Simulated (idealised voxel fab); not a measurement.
This section sets out a process module, namely voxel quadruple lines.
FYI the section here is cut, 260 nm wide, cells are 5 nm squares.
How to read a cross-section here: the picture is a grid of square cells, written as bands going from the top down, and any band can span one or more rows of cells.
Quick guide to a band line: top height, bottom height (nm) up front; then every material left to right with its width in nm. Only one material and it's marked "everywhere"? Then it fills the band edge to edge. And "blank" just means empty space.
Ref level 0: as-received wafer is one material below here. Bottom band extends down with no lower bound ("0 -> down").
The two numbers in a width such as "30 to 40" mark its ends across the band: the first belongs to the top row of cells, the second to the bottom row, and from each row to the next the width moves by the same amount.
"left unchanged" for a step: no cell of the cross-section changed in that step.
Entry "Enclosed voids" = empty spaces >= 8 cells with no open way to the top; each as width x height at distance, distance from left edge, all nm.
Step line, after settings: the simulator's comment on this step.
The line of a step may include "overlay nm". On a step with a mask, this value is how far to the right of its planned place the mask lay. A negative value means the mask lay to the left.
# These are the steps we planned for the process
1) op RECEIVE | material Si
2) op CONFORMAL_DEP | material Al2O3 | thk nm 5
3) op DIRECTIONAL_DEP | material W | thk nm 15
4) op DIRECTIONAL_DEP | material polySi | thk nm 20
5) op DIRECTIONAL_DEP | material aC | thk nm 20
6) op PATTERN | tone cover | mask id MANDREL | material resist | width nm 20 | thk nm 30 | overlay nm 0
7) op DIRECTIONAL_ETCH | etch materials aC | depth nm 20
8) op STRIP | etch materials resist
9) op CONFORMAL_DEP | material SiO2 | thk nm 10
10) op DIRECTIONAL_ETCH | etch materials SiO2 | depth nm 10
11) op STRIP | etch materials aC
12) op DIRECTIONAL_ETCH | etch materials polySi | depth nm 20
13) op STRIP | etch materials SiO2
14) op CONFORMAL_DEP | material SiCN | thk nm 5
15) op DIRECTIONAL_ETCH | etch materials SiCN | depth nm 5
16) op STRIP | etch materials polySi
17) op DIRECTIONAL_ETCH | etch materials W | depth nm 15
18) op STRIP | etch materials SiCN
# First of two wafers, processed according to plan
# Wafer at receipt (post step 1), cross-section
  0 -> down  Si everywhere
  Enclosed voids: none
# Step 2 done - wafer cross-section
  5 -> 0  Al2O3 everywhere
  For the remainder of the cross-section, below 0, there is no change.
# Step 3 done - wafer cross-section
  20 -> 5  W everywhere
  For the remainder of the cross-section, below 5, there is no change.
# Step 4 done - wafer cross-section
  40 -> 20  polySi everywhere
  For the remainder of the cross-section, below 20, there is no change.
# Step 5 done - wafer cross-section
  60 -> 40  aC everywhere
  For the remainder of the cross-section, below 40, there is no change.
# Step 6 done - wafer cross-section
  90 -> 60  120 of blank, 20 of resist, 120 of blank
  For the remainder of the cross-section, below 60, there is no change.
# Step 7 done - wafer cross-section
  70 -> 60  120 of blank, 20 of resist, 120 of blank
  60 -> 40  120 of blank, 20 of aC, 120 of blank
  For the remainder of the cross-section, below 40, there is no change.
# Step 8 done - wafer cross-section
  60 -> 40  120 of blank, 20 of aC, 120 of blank
  For the remainder of the cross-section, below 40, there is no change.
# Step 9 done - wafer cross-section
  70 -> 60  110 of blank, 40 of SiO2, 110 of blank
  60 -> 50  110 of blank, 10 of SiO2, 20 of aC, 10 of SiO2, 110 of blank
  50 -> 40  120 of SiO2, 20 of aC, 120 of SiO2
  For the remainder of the cross-section, below 40, there is no change.
# Step 10 done - wafer cross-section
  60 -> 40  110 of blank, 10 of SiO2, 20 of aC, 10 of SiO2, 110 of blank
  For the remainder of the cross-section, below 40, there is no change.
# Step 11 done - wafer cross-section
  60 -> 40  110 of blank, 10 of SiO2, 20 of blank, 10 of SiO2, 110 of blank
  For the remainder of the cross-section, below 40, there is no change.
# Step 12 done - wafer cross-section
  60 -> 40  110 of blank, 10 of SiO2, 20 of blank, 10 of SiO2, 110 of blank
  40 -> 20  110 of blank, 10 of polySi, 20 of blank, 10 of polySi, 110 of blank
  For the remainder of the cross-section, below 20, there is no change.
# Step 13 done - wafer cross-section
  40 -> 20  110 of blank, 10 of polySi, 20 of blank, 10 of polySi, 110 of blank
  For the remainder of the cross-section, below 20, there is no change.
# Step 14 done - wafer cross-section
  45 -> 40  105 of blank, 20 of SiCN, 10 of blank, 20 of SiCN, 105 of blank
  40 -> 25  105 of blank, 5 of SiCN, 10 of polySi, 5 of SiCN, 10 of blank, 5 of SiCN, 10 of polySi, 5 of SiCN, 105 of blank
  25 -> 20  110 of SiCN, 10 of polySi, 20 of SiCN, 10 of polySi, 110 of SiCN
  For the remainder of the cross-section, below 20, there is no change.
# Step 15 done - wafer cross-section
  40 -> 20  105 of blank, 5 of SiCN, 10 of polySi, 5 of SiCN, 10 of blank, 5 of SiCN, 10 of polySi, 5 of SiCN, 105 of blank
  For the remainder of the cross-section, below 20, there is no change.
# Step 16 done - wafer cross-section
  40 -> 20  105 of blank, 5 of SiCN, 10 of blank, 5 of SiCN, 10 of blank, 5 of SiCN, 10 of blank, 5 of SiCN, 105 of blank
  For the remainder of the cross-section, below 20, there is no change.
# Step 17 done - wafer cross-section
  40 -> 20  105 of blank, 5 of SiCN, 10 of blank, 5 of SiCN, 10 of blank, 5 of SiCN, 10 of blank, 5 of SiCN, 105 of blank
  20 -> 5  105 of blank, 5 of W, 10 of blank, 5 of W, 10 of blank, 5 of W, 10 of blank, 5 of W, 105 of blank
  For the remainder of the cross-section, below 5, there is no change.
# Step 18 done - wafer cross-section
  20 -> 5  105 of blank, 5 of W, 10 of blank, 5 of W, 10 of blank, 5 of W, 10 of blank, 5 of W, 105 of blank
  For the remainder of the cross-section, below 5, there is no change.
# Second of two: same start, same plan, one run error; steps up to and including 5 match the first
# Second wafer cross-section, taken as of the time the plan sets for step 6 to be done
  90 -> 60  115 of blank, 20 of resist, 125 of blank
  For the remainder of the cross-section, below 60, there is no change.
# Second wafer cross-section, taken as of the time the plan sets for step 7 to be done
  70 -> 60  115 of blank, 20 of resist, 125 of blank
  60 -> 40  115 of blank, 20 of aC, 125 of blank
  For the remainder of the cross-section, below 40, there is no change.
# Second wafer cross-section, taken as of the time the plan sets for step 8 to be done
  60 -> 40  115 of blank, 20 of aC, 125 of blank
  For the remainder of the cross-section, below 40, there is no change.
# Second wafer cross-section, taken as of the time the plan sets for step 9 to be done
  70 -> 60  105 of blank, 40 of SiO2, 115 of blank
  60 -> 50  105 of blank, 10 of SiO2, 20 of aC, 10 of SiO2, 115 of blank
  50 -> 40  115 of SiO2, 20 of aC, 125 of SiO2
  For the remainder of the cross-section, below 40, there is no change.
# Second wafer cross-section, taken as of the time the plan sets for step 10 to be done
  60 -> 40  105 of blank, 10 of SiO2, 20 of aC, 10 of SiO2, 115 of blank
  For the remainder of the cross-section, below 40, there is no change.
# Second wafer cross-section, taken as of the time the plan sets for step 11 to be done
  60 -> 40  105 of blank, 10 of SiO2, 20 of blank, 10 of SiO2, 115 of blank
  For the remainder of the cross-section, below 40, there is no change.
# Second wafer cross-section, taken as of the time the plan sets for step 12 to be done
  60 -> 40  105 of blank, 10 of SiO2, 20 of blank, 10 of SiO2, 115 of blank
  40 -> 20  105 of blank, 10 of polySi, 20 of blank, 10 of polySi, 115 of blank
  For the remainder of the cross-section, below 20, there is no change.
# Second wafer cross-section, taken as of the time the plan sets for step 13 to be done
  40 -> 20  105 of blank, 10 of polySi, 20 of blank, 10 of polySi, 115 of blank
  For the remainder of the cross-section, below 20, there is no change.
# Second wafer cross-section, taken as of the time the plan sets for step 14 to be done
  45 -> 40  100 of blank, 20 of SiCN, 10 of blank, 20 of SiCN, 110 of blank
  40 -> 25  100 of blank, 5 of SiCN, 10 of polySi, 5 of SiCN, 10 of blank, 5 of SiCN, 10 of polySi, 5 of SiCN, 110 of blank
  25 -> 20  105 of SiCN, 10 of polySi, 20 of SiCN, 10 of polySi, 115 of SiCN
  For the remainder of the cross-section, below 20, there is no change.
# Second wafer cross-section, taken as of the time the plan sets for step 15 to be done
  40 -> 20  100 of blank, 5 of SiCN, 10 of polySi, 5 of SiCN, 10 of blank, 5 of SiCN, 10 of polySi, 5 of SiCN, 110 of blank
  For the remainder of the cross-section, below 20, there is no change.
# Second wafer cross-section, taken as of the time the plan sets for step 16 to be done
  40 -> 20  100 of blank, 5 of SiCN, 10 of blank, 5 of SiCN, 10 of blank, 5 of SiCN, 10 of blank, 5 of SiCN, 110 of blank
  For the remainder of the cross-section, below 20, there is no change.
# Second wafer cross-section, taken as of the time the plan sets for step 17 to be done
  40 -> 20  100 of blank, 5 of SiCN, 10 of blank, 5 of SiCN, 10 of blank, 5 of SiCN, 10 of blank, 5 of SiCN, 110 of blank
  20 -> 5  100 of blank, 5 of W, 10 of blank, 5 of W, 10 of blank, 5 of W, 10 of blank, 5 of W, 110 of blank
  For the remainder of the cross-section, below 5, there is no change.
# Second wafer cross-section, taken as of the time the plan sets for step 18 to be done
  20 -> 5  100 of blank, 5 of W, 10 of blank, 5 of W, 10 of blank, 5 of W, 10 of blank, 5 of W, 110 of blank
  For the remainder of the cross-section, below 5, there is no change.
Misprocessing identified: not per plan at step 6, really ran op PATTERN | tone cover | mask id MANDREL | material resist | width nm 20 | thk nm 30 | overlay nm -5
Cell counts per material: same on both final wafers. Positions: different.
